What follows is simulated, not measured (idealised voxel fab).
Process module name: voxel local oxidation
Displayed cross-section: cut, width of 170 nm, square cells sized 5 nm.
Reading order for cross-sections: top band down to bottom band. Underlying form: a grid of square cells. Band size: one or more rows of cells. The entry gives the band's vertical extent as a top height and a bottom height in nm, then its horizontal make-up as materials from left to right, each with a width in nm. "air" stands for empty space; a single material marked "edge to edge" fills the band edge to edge. Heights are expressed relative to 0, this being the level below which the as-received wafer comprises one material exclusively. The lowest band is unbounded in the downward direction and is denoted as in "0 down". Think of "30 to 40" as a width that walks from the first number to the second as you go down the band, top row to bottom row, taking equal-sized steps from row to row. When a step is marked "changes: none", none of the cells in the cross-section changed during that step. Entry "Enclosed empty spaces". Content: empty spaces with no open connection to the top, size 8 cells or greater. Each: width x height at distance. Distance: from left edge. Unit: nm. Whatever follows a step's settings on its line is a remark the simulator itself makes about that step. overlay nm: mask offset rightward from planned place, masked step; negative means leftward offset.
PROCESS STEPS FORESEEN IN THE PLAN
1 op RECEIVE | material Si
2 op CONFORMAL_DEP | material SiO2 | thk nm 5
3 op CONFORMAL_DEP | material SiN | thk nm 10
4 op PATTERN | tone cover | mask id ACTIVE | material resist | width nm 95 | thk nm 15 | overlay nm 0
5 op DIRECTIONAL_ETCH | etch materials SiN | depth nm 10
6 op STRIP | etch materials resist
7 op SELECTIVE_ETCH | etch materials SiO2 | depth nm 5
8 op OXIDIZE | depth nm 15
9 op STRIP | etch materials SiN
AS RECEIVED (POST STEP 1): CROSS-SECTION
0 down: Si edge to edge
Enclosed empty spaces: none
A WAFER AT THE END: THIS START, THIS PLAN, ONE MISTAKE
0 to -15: SiO2 50; Si 65; SiO2 55
-15 down: Si edge to edge
Enclosed empty spaces: none
In executing the process, a mistake was made relative to the plan: execution of step 2 of the plan did not take place, the step having been omitted
